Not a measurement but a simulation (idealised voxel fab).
Process module under the name voxel ribs on slabs
Section cut is 175 nm wide and gridded with 5 nm square cells.
Bands, listed from the top down, are how a cross-section gets written in this document; the cross-section itself is a grid of square cells, and a band is one or more rows of them.
In this notation a band is specified by the heights of its top and bottom, in that order and in nm, after which its materials appear from left to right, each paired with its width in nm. The word "edge to edge" attached to a single material means that material fills the band from edge to edge; the word "blank" stands for empty space.
For the purposes of this specification, 0 denotes the height below which the wafer in its as-received condition is composed wholly of one material, and the lowermost band, lacking a lower limit, extends downward without end, as expressed in "from 0 down".
Note: "30..40" means the width goes from the first number (top row of the band) to the second number (bottom row) in equal steps per row of cells.
Take "same as before" at face value: in the step it is given for, the cross-section changed in none of its cells.
"Unvented internal voids" lists enclosed empty spaces (at least 8 cells, no open path upward to the top), each as width x height at distance from the left edge, in nm.
Read whatever lies past the settings on a step's line as the simulator's own remark about the step.
overlay nm: step with mask; distance mask lay right of planned place; negative value = left of planned place.
Process steps - plan
1. RECEIVE, material Si
2. DIRECTIONAL_DEP, material SiO2, thk nm 25
3. DIRECTIONAL_DEP, material polySi, thk nm 15
4. DIRECTIONAL_DEP, material aC, thk nm 10
5. PATTERN, tone cover, mask id RIB, material resist, width nm 20, thk nm 25, overlay nm 0
6. DIRECTIONAL_ETCH, etch materials aC, depth nm 10
7. STRIP, etch materials resist
8. DIRECTIONAL_ETCH, etch materials polySi, depth nm 10
9. STRIP, etch materials aC
10. PATTERN, tone cover, mask id SLAB, material resist, width nm 70, thk nm 15, overlay nm 0
11. DIRECTIONAL_ETCH, etch materials polySi, depth nm 5
12. STRIP, etch materials resist
13. FILL_DEP, material SiO2, thk nm 25
14. CMP, height nm 60
15. DIRECTIONAL_DEP, material TiN, thk nm 10
16. DIRECTIONAL_DEP, material aC, thk nm 15
17. PATTERN, tone cover, mask id HEATER, material resist, width nm 30, thk nm 35, overlay nm 0
18. DIRECTIONAL_ETCH, etch materials aC, depth nm 15
19. STRIP, etch materials resist
20. DIRECTIONAL_ETCH, etch materials TiN, depth nm 10
21. STRIP, etch materials aC
22. CONFORMAL_DEP, material SiO2, thk nm 5
As received, after step 1
  from 0 down  Si edge to edge
  Unvented internal voids: none
Module complete, cross-section. Starting point and plan per above. One mistake made in running the module
  from 75 to 70  blank 65 nm  SiO2 40 nm  blank 70 nm
  from 70 to 65  blank 65 nm  SiO2 5 nm  TiN 30 nm  SiO2 5 nm  blank 70 nm
  from 65 to 60  SiO2 70 nm  TiN 30 nm  SiO2 75 nm
  from 60 to 40  SiO2 edge to edge
  from 40 to 35  SiO2 50 nm  polySi 25 nm  SiO2 20 nm  polySi 25 nm  SiO2 55 nm
  from 35 to 30  polySi 75 nm  SiO2 20 nm  polySi 80 nm
  from 30 to 25  polySi edge to edge
  from 25 to 0  SiO2 edge to edge
  from 0 down  Si edge to edge
  Unvented internal voids: none
The mistake made against the process plan was this: step 5 ran with different settings than intended, the actual operation and settings being PATTERN, tone open, mask id RIB, material resist, width nm 20, thk nm 25, overlay nm 0
